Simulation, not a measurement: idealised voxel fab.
Herein follows the process module entitled voxel ribs on slabs.
Square cell edge 5 nm, section width 145 nm, ID cut.
If you're reading a cross-section in this doc, picture square cells in a grid; it comes to you as bands, top ones listed first down to the bottom, and a band can be one or more rows of cells.
Heads up on the band format: heights come first, top then bottom, in nm. After that it's the materials left to right, each with its width in nm. A single material flagged "full width" fills the whole band edge to edge, and "blank" means there's empty space there.
Heads up on the height convention: 0 is the point under which the incoming wafer is all one material, and the lowest band has no bottom, it just keeps going down, like "z 0 and below".
So if you see something like "30->40" for the width, read it as the top row of the band sitting at the first number and the bottom row at the second, with every row in between moving by the same amount as the last.
Step marked "remained the same"? Then no cell in the cross-section changed in it.
"Closed void inventory" specifies each empty space that is not open to the top and that occupies no fewer than 8 cells, using the form width x height at distance, the distance measured from the left edge and all three quantities in nm.
Whatever follows a step's settings on its line is a remark the simulator itself makes about that step.
Among the settings permitted on a step's line is "overlay nm"; applied to a step with a mask, it specifies the extent to which the mask lay to the right of its planned position, whereas a negative figure signifies a position to the left.

Plan:
1: op RECEIVE | material Si
2: op DIRECTIONAL_DEP | material SiO2 | thk nm 25
3: op DIRECTIONAL_DEP | material polySi | thk nm 20
4: op DIRECTIONAL_DEP | material aC | thk nm 15
5: op PATTERN | tone cover | mask id RIB | material resist | width nm 30 | thk nm 30 | overlay nm 0
6: op DIRECTIONAL_ETCH | etch materials aC | depth nm 15
7: op STRIP | etch materials resist
8: op DIRECTIONAL_ETCH | etch materials polySi | depth nm 10
9: op STRIP | etch materials aC
10: op DIRECTIONAL_DEP | material aC | thk nm 10
11: op PATTERN | tone cover | mask id SLAB | material resist | width nm 80 | thk nm 25 | overlay nm 0
12: op DIRECTIONAL_ETCH | etch materials aC | depth nm 10
13: op STRIP | etch materials resist
14: op DIRECTIONAL_ETCH | etch materials polySi | depth nm 10
15: op STRIP | etch materials aC
16: op FILL_DEP | material SiO2 | thk nm 20
17: op CMP | height nm 55
18: op DIRECTIONAL_DEP | material W | thk nm 5
19: op DIRECTIONAL_DEP | material aC | thk nm 15
20: op PATTERN | tone cover | mask id HEATER | material resist | width nm 40 | thk nm 30 | overlay nm 0
21: op DIRECTIONAL_ETCH | etch materials aC | depth nm 15
22: op STRIP | etch materials resist
23: op DIRECTIONAL_ETCH | etch materials W | depth nm 5
24: op STRIP | etch materials aC
25: op CONFORMAL_DEP | material SiO2 | thk nm 10

First wafer, as planned:

Delivered wafer in cross-section: state after step 1:
* z 0 and below = Si full width
* Closed void inventory: none

Step 2 complete: cross-section through the wafer:
* z 25 to 0 = SiO2 full width
* Lower than 0, everything is as it was.

Step 3 complete: cross-section through the wafer:
* z 45 to 25 = polySi full width
* Lower than 25, everything is as it was.

Step 4 complete: cross-section through the wafer:
* z 60 to 45 = aC full width
* Lower than 45, everything is as it was.

Step 5 complete: cross-section through the wafer:
* z 90 to 60 = blank 55 / resist 30 / blank 60
* Lower than 60, everything is as it was.

Step 6 complete: cross-section through the wafer:
* z 75 to 60 = blank 55 / resist 30 / blank 60
* z 60 to 45 = blank 55 / aC 30 / blank 60
* Lower than 45, everything is as it was.

Step 7 complete: cross-section through the wafer:
* z 60 to 45 = blank 55 / aC 30 / blank 60
* Lower than 45, everything is as it was.

Step 8 complete: cross-section through the wafer:
* z 60 to 45 = blank 55 / aC 30 / blank 60
* z 45 to 35 = blank 55 / polySi 30 / blank 60
* Lower than 35, everything is as it was.

Step 9 complete: cross-section through the wafer:
* z 45 to 35 = blank 55 / polySi 30 / blank 60
* Lower than 35, everything is as it was.

Step 10 complete: cross-section through the wafer:
* z 55 to 45 = blank 55 / aC 30 / blank 60
* z 45 to 35 = aC 55 / polySi 30 / aC 60
* Lower than 35, everything is as it was.

Step 11 complete: cross-section through the wafer:
* z 80 to 55 = blank 30 / resist 80 / blank 35
* z 55 to 45 = blank 30 / resist 25 / aC 30 / resist 25 / blank 35
* Lower than 45, everything is as it was.

Step 12 complete: cross-section through the wafer:
* z 70 to 55 = blank 30 / resist 80 / blank 35
* z 55 to 45 = blank 30 / resist 25 / aC 30 / resist 25 / blank 35
* z 45 to 35 = blank 30 / aC 25 / polySi 30 / aC 25 / blank 35
* Lower than 35, everything is as it was.

Step 13 complete: cross-section through the wafer:
* z 55 to 45 = blank 55 / aC 30 / blank 60
* Lower than 45, everything is as it was.

Step 14 complete: cross-section through the wafer:
* z 55 to 45 = blank 55 / aC 30 / blank 60
* z 45 to 35 = blank 30 / aC 25 / polySi 30 / aC 25 / blank 35
* z 35 to 25 = blank 30 / polySi 80 / blank 35
* Lower than 25, everything is as it was.

Step 15 complete: cross-section through the wafer:
* z 45 to 35 = blank 55 / polySi 30 / blank 60
* Lower than 35, everything is as it was.

Step 16 complete: cross-section through the wafer:
* z 65 to 45 = SiO2 full width
* z 45 to 35 = SiO2 55 / polySi 30 / SiO2 60
* z 35 to 25 = SiO2 30 / polySi 80 / SiO2 35
* Lower than 25, everything is as it was.

Step 17 complete: cross-section through the wafer:
* z 55 to 45 = SiO2 full width
* Lower than 45, everything is as it was.

Step 18 complete: cross-section through the wafer:
* z 60 to 55 = W full width
* Lower than 55, everything is as it was.

Step 19 complete: cross-section through the wafer:
* z 75 to 60 = aC full width
* Lower than 60, everything is as it was.

Step 20 complete: cross-section through the wafer:
* z 105 to 75 = blank 50 / resist 40 / blank 55
* Lower than 75, everything is as it was.

Step 21 complete: cross-section through the wafer:
* z 90 to 75 = blank 50 / resist 40 / blank 55
* z 75 to 60 = blank 50 / aC 40 / blank 55
* Lower than 60, everything is as it was.

Step 22 complete: cross-section through the wafer:
* z 75 to 60 = blank 50 / aC 40 / blank 55
* Lower than 60, everything is as it was.

Step 23 complete: cross-section through the wafer:
* z 75 to 60 = blank 50 / aC 40 / blank 55
* z 60 to 55 = blank 50 / W 40 / blank 55
* Lower than 55, everything is as it was.

Step 24 complete: cross-section through the wafer:
* z 60 to 55 = blank 50 / W 40 / blank 55
* Lower than 55, everything is as it was.

Step 25 complete: cross-section through the wafer:
* z 70 to 65 = blank 40 / SiO2 60 / blank 45
* z 65 to 60 = SiO2 full width
* z 60 to 55 = SiO2 50 / W 40 / SiO2 55
* Lower than 55, everything is as it was.

The Second Wafer: Common Origin and Plan, One Mistake in Execution, Identical to the First Through Step 16:

The second wafer in cross-section, at the planned close of step 17:
* z 60 to 45 = SiO2 full width
* Lower than 45, everything is as it was.

The second wafer in cross-section, at the planned close of step 18:
* z 65 to 60 = W full width
* Lower than 60, everything is as it was.

The second wafer in cross-section, at the planned close of step 19:
* z 80 to 65 = aC full width
* Lower than 65, everything is as it was.

The second wafer in cross-section, at the planned close of step 20:
* z 110 to 80 = blank 50 / resist 40 / blank 55
* Lower than 80, everything is as it was.

The second wafer in cross-section, at the planned close of step 21:
* z 95 to 80 = blank 50 / resist 40 / blank 55
* z 80 to 65 = blank 50 / aC 40 / blank 55
* Lower than 65, everything is as it was.

The second wafer in cross-section, at the planned close of step 22:
* z 80 to 65 = blank 50 / aC 40 / blank 55
* Lower than 65, everything is as it was.

The second wafer in cross-section, at the planned close of step 23:
* z 80 to 65 = blank 50 / aC 40 / blank 55
* z 65 to 60 = blank 50 / W 40 / blank 55
* Lower than 60, everything is as it was.

The second wafer in cross-section, at the planned close of step 24:
* z 65 to 60 = blank 50 / W 40 / blank 55
* Lower than 60, everything is as it was.

The second wafer in cross-section, at the planned close of step 25:
* z 75 to 70 = blank 40 / SiO2 60 / blank 45
* z 70 to 65 = SiO2 full width
* z 65 to 60 = SiO2 50 / W 40 / SiO2 55
* Lower than 60, everything is as it was.
Against the plan, the run slipped here: step 17 ran with different settings than intended, the actual operation and settings being op CMP | height nm 60
Final tally in cells, some materials are higher or lower on the second wafer than on the first: 29 more of SiO2
